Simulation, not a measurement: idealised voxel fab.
process module | voxel local oxidation
cross-section cut | 240 nm wide | cells 5 nm
A cross-section is a grid of square cells, given in bands from the top down. A band is one or more rows of cells.
Each band's line starts with the height of the band's top and of its bottom, in nm. Then come its materials from left to right, each with its width in nm. One material with "throughout" fills the band from edge to edge. "air" is empty space.
Height 0 is the level under which the wafer as received is all one material. The lowest band goes on downwards, as in "0 down".
A width such as "30 to 40" changes by the same amount from each row of cells to the next, from the band's top row to its bottom row.
"no change" after a step means that no cell of the cross-section changed.
closed voids: empty space of 8 cells or more with no open way to the top, each as width x height at its distance from the left edge, in nm
after a step's settings: what the simulator itself notes on the step
overlay nm, on a step with a mask: how far to the right of its planned place the mask lay; to the left if negative
plan
1 op RECEIVE | material Si
2 op CONFORMAL_DEP | material SiO2 | thk nm 5
3 op CONFORMAL_DEP | material SiN | thk nm 10
4 op DIRECTIONAL_DEP | material aC | thk nm 15
5 op PATTERN | tone cover | mask id ACTIVE | material resist | width nm 90 | thk nm 35 | overlay nm 0
6 op DIRECTIONAL_ETCH | etch materials aC | depth nm 15
7 op STRIP | etch materials resist
8 op DIRECTIONAL_ETCH | etch materials SiN | depth nm 10
9 op STRIP | etch materials aC
10 op SELECTIVE_ETCH | etch materials SiO2 | depth nm 5
11 op OXIDIZE | depth nm 15
12 op STRIP | etch materials SiN
first wafer, as planned
as received, after step 1
  0 down: Si throughout
  closed voids: none
after step 2
  5 to 0: SiO2 throughout
  below 0: unchanged
after step 3
  15 to 5: SiN throughout
  below 5: unchanged
after step 4
  30 to 15: aC throughout
  below 15: unchanged
after step 5
  65 to 30: air 75 | resist 90 | air 75
  below 30: unchanged
after step 6
  50 to 30: air 75 | resist 90 | air 75
  30 to 15: air 75 | aC 90 | air 75
  below 15: unchanged
after step 7
  30 to 15: air 75 | aC 90 | air 75
  below 15: unchanged
after step 8
  30 to 15: air 75 | aC 90 | air 75
  15 to 5: air 75 | SiN 90 | air 75
  below 5: unchanged
after step 9
  15 to 5: air 75 | SiN 90 | air 75
  below 5: unchanged
after step 10
  15 to 5: air 75 | SiN 90 | air 75
  5 to 0: air 80 | SiO2 80 | air 80
  below 0: unchanged
after step 11
  15 to 5: air 75 | SiN 90 | air 75
  5 to 0: air 80 | SiO2 80 | air 80
  0 to -15: SiO2 95 | Si 50 | SiO2 95
  below -15: unchanged
after step 12
  5 to 0: air 80 | SiO2 80 | air 80
  below 0: unchanged
second wafer: like start, like plan, one mistake. Through step 4 it matches the first wafer
when step 5 should have ended
  65 to 30: air 80 | resist 90 | air 70
  below 30: unchanged
when step 6 should have ended
  50 to 30: air 80 | resist 90 | air 70
  30 to 15: air 80 | aC 90 | air 70
  below 15: unchanged
when step 7 should have ended
  30 to 15: air 80 | aC 90 | air 70
  below 15: unchanged
when step 8 should have ended
  30 to 15: air 80 | aC 90 | air 70
  15 to 5: air 80 | SiN 90 | air 70
  below 5: unchanged
when step 9 should have ended
  15 to 5: air 80 | SiN 90 | air 70
  below 5: unchanged
when step 10 should have ended
  15 to 5: air 80 | SiN 90 | air 70
  5 to 0: air 85 | SiO2 80 | air 75
  below 0: unchanged
when step 11 should have ended
  15 to 5: air 80 | SiN 90 | air 70
  5 to 0: air 85 | SiO2 80 | air 75
  0 to -15: SiO2 100 | Si 50 | SiO2 90
  below -15: unchanged
when step 12 should have ended
  5 to 0: air 85 | SiO2 80 | air 75
  below 0: unchanged
what went wrong: step 5 ran as: op PATTERN | tone cover | mask id ACTIVE | material resist | width nm 90 | thk nm 35 | overlay nm 5
at the end the second wafer has, in cells: as many of each material as the first, in other places
